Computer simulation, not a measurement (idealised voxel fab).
Documented hereafter: the process module known as voxel ribs on slabs.
Pictured: cross-section cut, 155 nm wide, on a grid of 5 nm square cells.
Cross-section = grid of square cells, listed top down in bands; band = one or more rows. Quick guide to a band line: top height, bottom height (nm) up front; then every material left to right with its width in nm. Only one material and it's marked "throughout"? Then it fills the band edge to edge. And "air" just means empty space. Below 0: as-received wafer, all one material; heights counted from there. Lowest band: no bottom, goes on down, written "top 0, no bottom". The expression "30->40" gives the width at the extremes of the band, the first number at its top row of cells and the second at its bottom row, with the width changing by equal amounts from each row to the next in between. Reading "no alterations made" for a step: not a cell of the cross-section changed in it. "Trapped voids": sealed empty spaces, 8 cells or more, no open way to top, listed width x height at distance, with distance from the left edge and width, height and distance in nm. That trailing text on a step's line, after the settings, is the simulator's own remark on the step. overlay nm: step with mask; distance mask lay right of planned place; negative value = left of planned place.

-- This section lists the process steps that were planned
1. RECEIVE, material Si
2. DIRECTIONAL_DEP, material SiO2, thk nm 25
3. DIRECTIONAL_DEP, material SiN, thk nm 20
4. PATTERN, tone cover, mask id RIB, material resist, width nm 15, thk nm 15, overlay nm 0
5. DIRECTIONAL_ETCH, etch materials SiN, depth nm 5
6. STRIP, etch materials resist
7. PATTERN, tone cover, mask id SLAB, material resist, width nm 65, thk nm 15, overlay nm 0
8. DIRECTIONAL_ETCH, etch materials SiN, depth nm 15
9. STRIP, etch materials resist
10. FILL_DEP, material SiO2, thk nm 25
11. CMP, height nm 60
12. DIRECTIONAL_DEP, material TiN, thk nm 10
13. MASKED_ETCH, tone cover, mask id HEATER, width nm 25, etch materials TiN, depth nm 10, overlay nm 0
14. CONFORMAL_DEP, material SiO2, thk nm 5

-- First of the two wafers, run per plan

-- Step 1 complete: cross-section of the wafer as received
top 0, no bottom = Si throughout
Trapped voids: none

-- So this is the wafer cross-section right after step 2
top 25, bottom 0 = SiO2 throughout
Under 0: no change, same as before.

-- So this is the wafer cross-section right after step 3
top 45, bottom 25 = SiN throughout
Under 25: no change, same as before.

-- So this is the wafer cross-section right after step 4
top 60, bottom 45 = air: 70, then resist: 15, then air: 70
Under 45: no change, same as before.

-- So this is the wafer cross-section right after step 5
top 60, bottom 45 = air: 70, then resist: 15, then air: 70
top 45, bottom 40 = air: 70, then SiN: 15, then air: 70
Under 40: no change, same as before.

-- So this is the wafer cross-section right after step 6
top 45, bottom 40 = air: 70, then SiN: 15, then air: 70
Under 40: no change, same as before.

-- So this is the wafer cross-section right after step 7
top 60, bottom 45 = air: 45, then resist: 65, then air: 45
top 45, bottom 40 = air: 45, then resist: 25, then SiN: 15, then resist: 25, then air: 45
Under 40: no change, same as before.

-- So this is the wafer cross-section right after step 8
top 60, bottom 45 = air: 45, then resist: 65, then air: 45
top 45, bottom 40 = air: 45, then resist: 25, then SiN: 15, then resist: 25, then air: 45
top 40, bottom 25 = air: 45, then SiN: 65, then air: 45
Under 25: no change, same as before.

-- So this is the wafer cross-section right after step 9
top 45, bottom 40 = air: 70, then SiN: 15, then air: 70
Under 40: no change, same as before.

-- So this is the wafer cross-section right after step 10
top 70, bottom 45 = SiO2 throughout
top 45, bottom 40 = SiO2: 70, then SiN: 15, then SiO2: 70
top 40, bottom 25 = SiO2: 45, then SiN: 65, then SiO2: 45
Under 25: no change, same as before.

-- So this is the wafer cross-section right after step 11
top 60, bottom 45 = SiO2 throughout
Under 45: no change, same as before.

-- So this is the wafer cross-section right after step 12
top 70, bottom 60 = TiN throughout
Under 60: no change, same as before.

-- So this is the wafer cross-section right after step 13
top 70, bottom 60 = air: 65, then TiN: 25, then air: 65
Under 60: no change, same as before.

-- So this is the wafer cross-section right after step 14
top 75, bottom 70 = air: 60, then SiO2: 35, then air: 60
top 70, bottom 65 = air: 60, then SiO2: 5, then TiN: 25, then SiO2: 5, then air: 60
top 65, bottom 60 = SiO2: 65, then TiN: 25, then SiO2: 65
Under 60: no change, same as before.

-- The Second Wafer: Common Origin and Plan, One Mistake in Execution, Identical to the First Through Step 12

-- Second wafer, cut view, end of step 13 per plan
top 70, bottom 60 = TiN: 65, then air: 25, then TiN: 65
Under 60: no change, same as before.

-- Second wafer, cut view, end of step 14 per plan
top 75, bottom 70 = SiO2: 70, then air: 15, then SiO2: 70
top 70, bottom 65 = TiN: 65, then SiO2: 5, then air: 15, then SiO2: 5, then TiN: 65
top 65, bottom 60 = TiN: 65, then SiO2: 25, then TiN: 65
Under 60: no change, same as before.
Nonconformance to the process plan: step 13 ran differently from the plan; actual operation with settings: MASKED_ETCH, tone open, mask id HEATER, width nm 25, etch materials TiN, depth nm 10, overlay nm 0
Cell-count delta at end, second wafer over first, by material: TiN +42
